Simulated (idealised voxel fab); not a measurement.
Presented below is a process module, voxel gate over fins.
Xsec cut, 215 nm wide, square cell size 5 nm.
Heads up, the way a cross-section reads in here is a grid of square cells, handed over as bands from the top down, with every band being one or more rows of cells.
Each band's line starts with the height of the band's top and of its bottom, in nm. Then come its materials from left to right, each with its width in nm. One material with "full width" fills the band from edge to edge. "air" is empty space.
Heads up on the height convention: 0 is the point under which the incoming wafer is all one material, and the lowest band has no bottom, it just keeps going down, like "0 nm and below".
Top row gets the first number, bottom row gets the second, and each row in between changes by the same step: that is how a band width like "30->40" works.
"no change occurred" for a step: no cell of the cross-section changed in that step.
Voids not open to the top, 8 cells minimum: see "Closed internal cavities". Written width x height at distance; distance is from the left edge; nm.
If you see something after the settings on a step's line, that's the simulator's own remark about that step.
A step line may carry the setting "overlay nm", which, for steps involving a mask, states the distance by which the mask lay to the right of its intended position; negative values denote displacement to the left.
### Here's what the planned process steps look like
1,RECEIVE | material Si
2,CONFORMAL_DEP | material SiN | thk nm 10
3,DIRECTIONAL_DEP | material aC | thk nm 15
4,PATTERN | tone cover | mask id FINS | material resist | width nm 15 | pitch nm 40 | thk nm 30 | overlay nm 0
5,DIRECTIONAL_ETCH | etch materials aC | depth nm 15
6,STRIP | etch materials resist
7,DIRECTIONAL_ETCH | etch materials SiN | depth nm 10
8,DIRECTIONAL_ETCH | etch materials Si | depth nm 40
9,STRIP | etch materials aC
10,FILL_DEP | material SiO2 | thk nm 5
11,CMP | height nm 10
12,SELECTIVE_ETCH | etch materials SiO2 | depth nm 25
13,STRIP | etch materials SiN
14,CONFORMAL_DEP | material HfO2 | thk nm 5
15,CONFORMAL_DEP | material TiN | thk nm 5
16,CONFORMAL_DEP | material TiAl | thk nm 5
17,CONFORMAL_DEP | material TiN | thk nm 5
18,FILL_DEP | material W | thk nm 15
19,CMP | height nm 30
20,CONFORMAL_DEP | material SiCN | thk nm 10
### Wafer cross-section on receipt, i.e. after step 1
0 nm and below  Si full width
Closed internal cavities: none
### Here's the wafer cut in cross-section after the module, started and planned just like above, except one thing was done wrong in the run
40 nm to 30 nm  SiCN full width
30 nm to 20 nm  W full width
20 nm to 15 nm  W (40), then TiN (135), then W (40)
15 nm to 10 nm  W (40), then TiN (5), then TiAl (125), then TiN (5), then W (40)
10 nm to 5 nm  W (40), then TiN (5), then TiAl (5), then TiN (35), then TiAl (5), then TiN (35), then TiAl (5), then TiN (35), then TiAl (5), then TiN (5), then W (40)
5 nm to 0 nm  TiN (45), then TiAl (5), then TiN (5), then HfO2 (25), then TiN (5), then TiAl (5), then TiN (5), then HfO2 (25), then TiN (5), then TiAl (5), then TiN (5), then HfO2 (25), then TiN (5), then TiAl (5), then TiN (45)
0 nm to -5 nm  TiAl (50), then TiN (5), then HfO2 (5), then Si (15), then HfO2 (5), then TiN (5), then TiAl (5), then TiN (5), then HfO2 (5), then Si (15), then HfO2 (5), then TiN (5), then TiAl (5), then TiN (5), then HfO2 (5), then Si (15), then HfO2 (5), then TiN (5), then TiAl (50)
-5 nm to -10 nm  TiN (55), then HfO2 (5), then Si (15), then HfO2 (5), then TiN (15), then HfO2 (5), then Si (15), then HfO2 (5), then TiN (15), then HfO2 (5), then Si (15), then HfO2 (5), then TiN (55)
-10 nm to -15 nm  HfO2 (60), then Si (15), then HfO2 (25), then Si (15), then HfO2 (25), then Si (15), then HfO2 (60)
-15 nm to -35 nm  SiO2 (60), then Si (15), then SiO2 (25), then Si (15), then SiO2 (25), then Si (15), then SiO2 (60)
-35 nm and below  Si full width
Closed internal cavities: none
Against the plan, the run slipped here: step 8 ran with different settings than intended, the actual operation and settings being DIRECTIONAL_ETCH | etch materials Si | depth nm 35
